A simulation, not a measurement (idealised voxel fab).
Presented below is a process module, voxel transistor to metal.
Cross-section cut: width 210 nm, square cells of 5 nm.
Each cross-section below is a grid of square cells, stated as bands in top-down order, with one or more rows of cells making up each band.
Band: top height; bottom height; in nm. Then, left to right: material with width in nm, for each material. "full width": a single material spanning edge to edge. "blank": empty space.
Convention: height 0 is the level below which the wafer, as received, is all one material. The lowest band does not terminate at the bottom but continues downward, represented as "0 nm and below".
So if you see something like "30 to 40" for the width, read it as the top row of the band sitting at the first number and the bottom row at the second, with every row in between moving by the same amount as the last.
For the purposes of this document, the phrase "nothing different" attached to a step denotes that no cell within the cross-section was modified by that step.
"Enclosed void catalog" lists enclosed empty spaces (at least 8 cells, no open path upward to the top), each as width x height at distance from the left edge, in nm.
On each step's line, the part that comes after the settings is the simulator's own comment on the step.
The "overlay nm" setting may appear on a step's line; for a step that uses a mask, it gives how far to the right of its planned position the mask lay, and a negative value indicates the left.
## These are the steps we planned for the process
- 1: RECEIVE [material Si]
- 2: CONFORMAL_DEP [material SiO2] [thk nm 5]
- 3: CONFORMAL_DEP [material SiN] [thk nm 15]
- 4: DIRECTIONAL_DEP [material aC] [thk nm 10]
- 5: PATTERN [tone cover] [mask id ACTIVE] [material resist] [width nm 105] [thk nm 30] [overlay nm 0]
- 6: DIRECTIONAL_ETCH [etch materials aC] [depth nm 10]
- 7: STRIP [etch materials resist]
- 8: DIRECTIONAL_ETCH [etch materials SiN] [depth nm 15]
- 9: DIRECTIONAL_ETCH [etch materials SiO2] [depth nm 5]
- 10: DIRECTIONAL_ETCH [etch materials Si] [depth nm 25]
- 11: STRIP [etch materials aC]
- 12: OXIDIZE [depth nm 5]
- 13: FILL_DEP [material SiO2] [thk nm 5]
- 14: CMP [height nm 20]
- 15: SELECTIVE_ETCH [etch materials SiO2] [depth nm 10]
- 16: STRIP [etch materials SiN]
- 17: SELECTIVE_ETCH [etch materials SiO2] [depth nm 5]
- 18: OXIDIZE [depth nm 5]
- 19: DIRECTIONAL_DEP [material polySi] [thk nm 30]
- 20: DIRECTIONAL_DEP [material SiCN] [thk nm 15]
- 21: MASKED_ETCH [tone cover] [mask id GATE] [width nm 25] [etch materials SiCN] [depth nm 25] [overlay nm 0]
- 22: MASKED_ETCH [tone cover] [mask id GATE] [width nm 25] [etch materials polySi] [depth nm 40] [overlay nm 0]
- 23: CONFORMAL_DEP [material SiO2] [thk nm 5]
- 24: DIRECTIONAL_ETCH [etch materials SiO2] [depth nm 5]
- 25: CONFORMAL_DEP [material SiN] [thk nm 5]
- 26: DIRECTIONAL_ETCH [etch materials SiN] [depth nm 5]
- 27: DIRECTIONAL_ETCH [etch materials SiO2] [depth nm 5]
- 28: DIRECTIONAL_ETCH [etch materials Si] [depth nm 5]
- 29: EPI [material SiGe] [thk nm 5]
- 30: FILL_DEP [material SiO2] [thk nm 5]
- 31: CMP [height nm 30]
- 32: STRIP [etch materials polySi]
- 33: SELECTIVE_ETCH [etch materials SiO2] [depth nm 5]
- 34: CONFORMAL_DEP [material HfO2] [thk nm 5]
- 35: CONFORMAL_DEP [material TiN] [thk nm 5]
- 36: FILL_DEP [material W] [thk nm 10]
- 37: CMP [height nm 25]
- 38: DIRECTIONAL_DEP [material SiO2] [thk nm 15]
- 39: DIRECTIONAL_DEP [material aC] [thk nm 15]
- 40: PATTERN [tone open] [mask id CONTACT] [material resist] [width nm 20] [pitch nm 75] [thk nm 30] [overlay nm 0]
- 41: DIRECTIONAL_ETCH [etch materials aC] [depth nm 15]
- 42: STRIP [etch materials resist]
- 43: DIRECTIONAL_ETCH [etch materials SiO2] [depth nm 45]
- 44: STRIP [etch materials aC]
- 45: CONFORMAL_DEP [material TiN] [thk nm 5]
- 46: FILL_DEP [material W] [thk nm 5]
- 47: CMP [height nm 40]
- 48: CONFORMAL_DEP [material SiN] [thk nm 5]
- 49: DIRECTIONAL_DEP [material SiO2] [thk nm 15]
- 50: MASKED_ETCH [tone open] [mask id METAL_1] [width nm 20] [pitch nm 75] [etch materials SiO2] [depth nm 15] [overlay nm 0]
- 51: MASKED_ETCH [tone open] [mask id METAL_1] [width nm 20] [pitch nm 75] [etch materials SiN] [depth nm 5] [overlay nm -15]
- 52: CONFORMAL_DEP [material TiN] [thk nm 5]
- 53: FILL_DEP [material Cu] [thk nm 5]
- 54: CMP [height nm 60]
- 55: EPI [material Ru] [thk nm 5]
- 56: FILL_DEP [material SiCN] [thk nm 5]
The overlay nm used in step 51 is not the same on every wafer, whereas the starting condition is; the value printed in the plan is the first wafer's.
## This is how the first of several wafers looked in cross-section when it arrived, which is after step 1
> 0 nm and below  Si full width
> Enclosed void catalog: none
## Note: the following table is arranged by wafer, a row apiece. Each row reports the end-of-module state: per material, cells gained (+) or cells lost (-) compared with the wafer as received; closed voids follow
overlay nm -15 | +8 Cu | +17 HfO2 | +12 Ru | -167 Si | +72 SiCN | +12 SiGe | +52 SiN | +467 SiO2 | +71 TiN | +44 W | Enclosed void catalog: none
overlay nm -10 | +8 Cu | +17 HfO2 | +12 Ru | -167 Si | +72 SiCN | +12 SiGe | +50 SiN | +467 SiO2 | +73 TiN | +44 W | Enclosed void catalog: none
overlay nm -5 | +10 Cu | +17 HfO2 | +12 Ru | -167 Si | +72 SiCN | +12 SiGe | +48 SiN | +467 SiO2 | +73 TiN | +44 W | Enclosed void catalog: none
overlay nm 0 | +12 Cu | +17 HfO2 | +12 Ru | -167 Si | +72 SiCN | +12 SiGe | +46 SiN | +467 SiO2 | +73 TiN | +44 W | Enclosed void catalog: none
overlay nm 5 | +10 Cu | +17 HfO2 | +12 Ru | -167 Si | +72 SiCN | +12 SiGe | +48 SiN | +467 SiO2 | +73 TiN | +44 W | Enclosed void catalog: none
overlay nm 10 | +8 Cu | +17 HfO2 | +12 Ru | -167 Si | +72 SiCN | +12 SiGe | +50 SiN | +467 SiO2 | +73 TiN | +44 W | Enclosed void catalog: none
overlay nm 15 | +8 Cu | +17 HfO2 | +12 Ru | -167 Si | +72 SiCN | +12 SiGe | +52 SiN | +467 SiO2 | +71 TiN | +44 W | Enclosed void catalog: none
